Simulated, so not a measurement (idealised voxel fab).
process module | voxel spacer lines
cross-section cut | 245 nm wide | cells 5 nm
A cross-section is a grid of square cells, given in bands from the top down. A band is one or more rows of cells.
Each band's line starts with the height of the band's top and of its bottom, in nm. Then come its materials from left to right, each with its width in nm. One material with "throughout" fills the band from edge to edge. "air" is empty space.
Height 0 is the level under which the wafer as received is all one material. The lowest band goes on downwards, as in "0 down".
A width such as "30 to 40" changes by the same amount from each row of cells to the next, from the band's top row to its bottom row.
"no change" after a step means that no cell of the cross-section changed.
closed voids: empty space of 8 cells or more with no open way to the top, each as width x height at its distance from the left edge, in nm
after a step's settings: what the simulator itself notes on the step
overlay nm, on a step with a mask: how far to the right of its planned place the mask lay; to the left if negative
plan
1 op RECEIVE | material Si
2 op CONFORMAL_DEP | material Al2O3 | thk nm 5
3 op DIRECTIONAL_DEP | material TiN | thk nm 10
4 op DIRECTIONAL_DEP | material aC | thk nm 25
5 op PATTERN | tone cover | mask id MANDREL | material resist | width nm 20 | pitch nm 60 | thk nm 30 | overlay nm 0
6 op DIRECTIONAL_ETCH | etch materials aC | depth nm 25
7 op STRIP | etch materials resist
8 op CONFORMAL_DEP | material SiO2 | thk nm 10
9 op DIRECTIONAL_ETCH | etch materials SiO2 | depth nm 10
10 op STRIP | etch materials aC
11 op DIRECTIONAL_ETCH | etch materials TiN | depth nm 10
12 op STRIP | etch materials SiO2
13 op FILL_DEP | material lowk | thk nm 5
14 op CMP | height nm 15
as received, after step 1
  0 down: Si throughout
  closed voids: none
a wafer at the end: this start, this plan, one mistake
  10 to 5: lowk 70 | TiN 10 | lowk 20 | TiN 10 | lowk 20 | TiN 10 | lowk 20 | TiN 10 | lowk 75
  5 to 0: Al2O3 throughout
  0 down: Si throughout
  closed voids: none
what went wrong: step 14 ran as: op CMP | height nm 10
